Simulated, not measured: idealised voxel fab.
You're looking at the process module voxel capacitor over wiring.
Shown is cross-section cut, with a width of 270 nm and square cells of size 5 nm.
A cross-section is a grid of square cells, given in bands from the top down. A band is one or more rows of cells. Per band: top height and bottom height in nm, followed by the left-to-right materials and their widths in nm; "all across" marks a single material spanning edge to edge, "air" marks empty space. The reference from which all heights are counted is 0, the level beneath which the as-received wafer is entirely one material; the lowest band, having no lower bound, proceeds downward and is written after the example "0..down". Per-row width for "30 to 40": begins at first number (top row of band), ends at second number (bottom row), increment between rows held constant. A step reported as "no alterations made" is a step in which no cell of the cross-section changed. Any empty space of 8 cells or more lacking an open way to the top shows up in "Enclosed empty spaces" as width x height at distance, distance from the left edge, in nm. Heads up: the bit after the settings on a step's line is the simulator's remark on that step. "overlay nm" answers the question of how far to the right of plan the mask lay on a step that has a mask, and when it is negative the answer is to the left.
# Intended process steps
1. RECEIVE (material Si)
2. CONFORMAL_DEP (material SiO2; thk nm 15)
3. CONFORMAL_DEP (material SiN; thk nm 5)
4. DIRECTIONAL_DEP (material SiO2; thk nm 20)
5. PATTERN (tone open; mask id METAL_1; material resist; width nm 30; pitch nm 90; thk nm 20; overlay nm -15)
6. DIRECTIONAL_ETCH (etch materials SiO2; depth nm 20)
7. DIRECTIONAL_ETCH (etch materials SiN; depth nm 5)
8. STRIP (etch materials resist)
9. CONFORMAL_DEP (material TiN; thk nm 5)
10. FILL_DEP (material Ru; thk nm 10)
11. CMP (height nm 40)
12. EPI (material Ru; thk nm 5)
13. FILL_DEP (material SiCN; thk nm 5)
14. DIRECTIONAL_DEP (material lowk; thk nm 15)
15. DIRECTIONAL_DEP (material aC; thk nm 10)
16. PATTERN (tone open; mask id PLUG_1; material resist; width nm 15; thk nm 25; overlay nm 0)
17. DIRECTIONAL_ETCH (etch materials aC; depth nm 10)
18. STRIP (etch materials resist)
19. DIRECTIONAL_ETCH (etch materials lowk; depth nm 15)
20. DIRECTIONAL_ETCH (etch materials SiCN; depth nm 5)
21. STRIP (etch materials aC)
22. CONFORMAL_DEP (material TiN; thk nm 5)
23. FILL_DEP (material Cu; thk nm 5)
24. CMP (height nm 65)
25. DIRECTIONAL_DEP (material TiN; thk nm 5)
26. DIRECTIONAL_DEP (material Al2O3; thk nm 5)
27. DIRECTIONAL_DEP (material TiN; thk nm 10)
28. DIRECTIONAL_DEP (material aC; thk nm 15)
29. PATTERN (tone cover; mask id UPPER_PLATE; material resist; width nm 65; thk nm 35; overlay nm 0)
30. DIRECTIONAL_ETCH (etch materials aC; depth nm 15)
31. STRIP (etch materials resist)
32. DIRECTIONAL_ETCH (etch materials TiN; depth nm 10)
33. DIRECTIONAL_ETCH (etch materials Al2O3; depth nm 5)
34. STRIP (etch materials aC)
35. PATTERN (tone cover; mask id LOWER_PLATE; material resist; width nm 75; thk nm 20; overlay nm 0)
36. DIRECTIONAL_ETCH (etch materials TiN; depth nm 5)
37. STRIP (etch materials resist)
38. FILL_DEP (material SiO2; thk nm 15)
39. CMP (height nm 95)
40. MASKED_ETCH (tone open; mask id PLUG_2; width nm 15; etch materials SiO2; depth nm 10; overlay nm 0)
41. CONFORMAL_DEP (material TiN; thk nm 5)
42. FILL_DEP (material Cu; thk nm 10)
43. CMP (height nm 95)
44. CONFORMAL_DEP (material SiCN; thk nm 5)
Across this set of wafers, the varied parameter is the overlay nm of step 5. Starting conditions are identical for every wafer, and the plan reports the value assigned to the first wafer.
# Sectional view: first of several wafers, as received, after step 1
* 0..down  Si all across
* Enclosed empty spaces: none
# The figure below presents a cross-section of the first of several wafers at the conclusion of the module, following its last step, step 44
* 100..95  SiCN all across
* 95..90  100 SiO2, 5 TiN, 5 Cu, 5 TiN, 155 SiO2
* 90..85  100 SiO2, 15 TiN, 155 SiO2
* 85..75  90 SiO2, 65 TiN, 115 SiO2
* 75..70  90 SiO2, 65 Al2O3, 115 SiO2
* 70..65  85 SiO2, 75 TiN, 110 SiO2
* 65..50  90 lowk, 5 TiN, 5 Cu, 5 TiN, 165 lowk
* 50..45  90 SiCN, 15 TiN, 165 SiCN
* 45..40  55 SiCN, 40 Ru, 50 SiCN, 40 Ru, 85 SiCN
* 40..20  60 SiO2, 5 TiN, 20 Ru, 5 TiN, 60 SiO2, 5 TiN, 20 Ru, 5 TiN, 90 SiO2
* 20..15  60 SiN, 30 TiN, 60 SiN, 30 TiN, 90 SiN
* 15..0  SiO2 all across
* 0..down  Si all across
* Enclosed empty spaces: none
# Sectional view of the last wafer upon completion of the module
* 100..95  SiCN all across
* 95..90  100 SiO2, 5 TiN, 5 Cu, 5 TiN, 155 SiO2
* 90..85  100 SiO2, 15 TiN, 155 SiO2
* 85..75  90 SiO2, 65 TiN, 115 SiO2
* 75..70  90 SiO2, 65 Al2O3, 115 SiO2
* 70..65  85 SiO2, 75 TiN, 110 SiO2
* 65..50  90 lowk, 5 TiN, 5 Cu, 5 TiN, 165 lowk
* 50..45  90 SiCN, 15 TiN, 165 SiCN
* 45..40  85 SiCN, 40 Ru, 50 SiCN, 40 Ru, 55 SiCN
* 40..20  90 SiO2, 5 TiN, 20 Ru, 5 TiN, 60 SiO2, 5 TiN, 20 Ru, 5 TiN, 60 SiO2
* 20..15  90 SiN, 30 TiN, 60 SiN, 30 TiN, 60 SiN
* 15..0  SiO2 all across
* 0..down  Si all across
* Enclosed empty spaces: none
# Below, a row for every wafer. Read it as the end-of-module picture: for each material the wafer shows its cells gained (+) or lost (-) since it was received, and then its closed voids
overlay nm -15, +13 Al2O3, +4 Cu, +48 Ru, +143 SiCN, +42 SiN, +594 SiO2, +83 TiN, +153 lowk, Enclosed empty spaces: none
overlay nm -10, +13 Al2O3, +4 Cu, +48 Ru, +143 SiCN, +42 SiN, +594 SiO2, +83 TiN, +153 lowk, Enclosed empty spaces: none
overlay nm -5, +13 Al2O3, +4 Cu, +48 Ru, +143 SiCN, +42 SiN, +594 SiO2, +83 TiN, +153 lowk, Enclosed empty spaces: none
overlay nm 0, +13 Al2O3, +4 Cu, +48 Ru, +143 SiCN, +42 SiN, +594 SiO2, +83 TiN, +153 lowk, Enclosed empty spaces: none
overlay nm 5, +13 Al2O3, +4 Cu, +48 Ru, +143 SiCN, +42 SiN, +594 SiO2, +83 TiN, +153 lowk, Enclosed empty spaces: none
overlay nm 10, +13 Al2O3, +4 Cu, +48 Ru, +143 SiCN, +42 SiN, +594 SiO2, +83 TiN, +153 lowk, Enclosed empty spaces: none
overlay nm 15, +13 Al2O3, +4 Cu, +48 Ru, +143 SiCN, +42 SiN, +594 SiO2, +83 TiN, +153 lowk, Enclosed empty spaces: none
